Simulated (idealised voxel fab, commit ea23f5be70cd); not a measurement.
A process module follows: voxel lift off.
The figure presents cross-section cut, which has a width of 140 nm and is divided into square cells with an edge length of 5 nm.
Think of the cross-section as a grid of square cells. We describe it in bands, top to bottom, and each band covers one or more rows of those cells. It is stipulated that each band's entry specify, in nanometres, the height of the top of the band and then that of its bottom, followed by the materials of the band in left-to-right sequence, each together with its width in nanometres. A single material marked by the word "full width" is understood to fill the band from edge to edge; the word "air" is understood to denote empty space. Height 0 is the level under which the wafer as received is all one material. The lowest band goes on downwards, as in "0..down". When a width is written as two numbers, as in "30..40", the first number is the width in the top row of cells of the band and the second is the width in its bottom row, and the width changes by the same amount from each row to the next. Reading "all unchanged" for a step: not a cell of the cross-section changed in it. Heads up: "Closed voids list" only lists the empty pockets with no open path to the top that are 8 cells or more, and it writes them as width x height at distance, distance from the left edge, in nm. It should be noted that, on the line of a given step, the content following the step's settings is a remark produced by the simulator itself with respect to that step. On any step carrying a mask, the "overlay nm" setting, if present on the step's line, tells how far right of its planned place the mask lay; negative values point to the left.

[Set out below are the planned steps of the process]
- 1: RECEIVE | material Si
- 2: CONFORMAL_DEP | material Al2O3 | thk nm 10
- 3: PATTERN | tone open | mask id LINES | material resist | width nm 25 | pitch nm 40 | thk nm 20 | overlay nm 0
- 4: DIRECTIONAL_DEP | material Ru | thk nm 10
- 5: STRIP | etch materials resist
- 6: CONFORMAL_DEP | material SiO2 | thk nm 10

[Cross-section: wafer on arrival = after step 1]
	0..down  Si full width
	Closed voids list: none

[This is how the wafer looks in cross-section once the module is done, given the starting state and plan above and one mistake in carrying the plan out]
	30..20  air 5 nm, SiO2 125 nm, air 10 nm
	20..10  SiO2 15 nm, Ru 25 nm, SiO2 15 nm, Ru 25 nm, SiO2 15 nm, Ru 25 nm, SiO2 20 nm
	10..0  Ru full width
	0..down  Si full width
	Closed voids list: none
Want to know what went wrong? step 2 ran with different settings than intended, the actual operation and settings being CONFORMAL_DEP | material Ru | thk nm 10
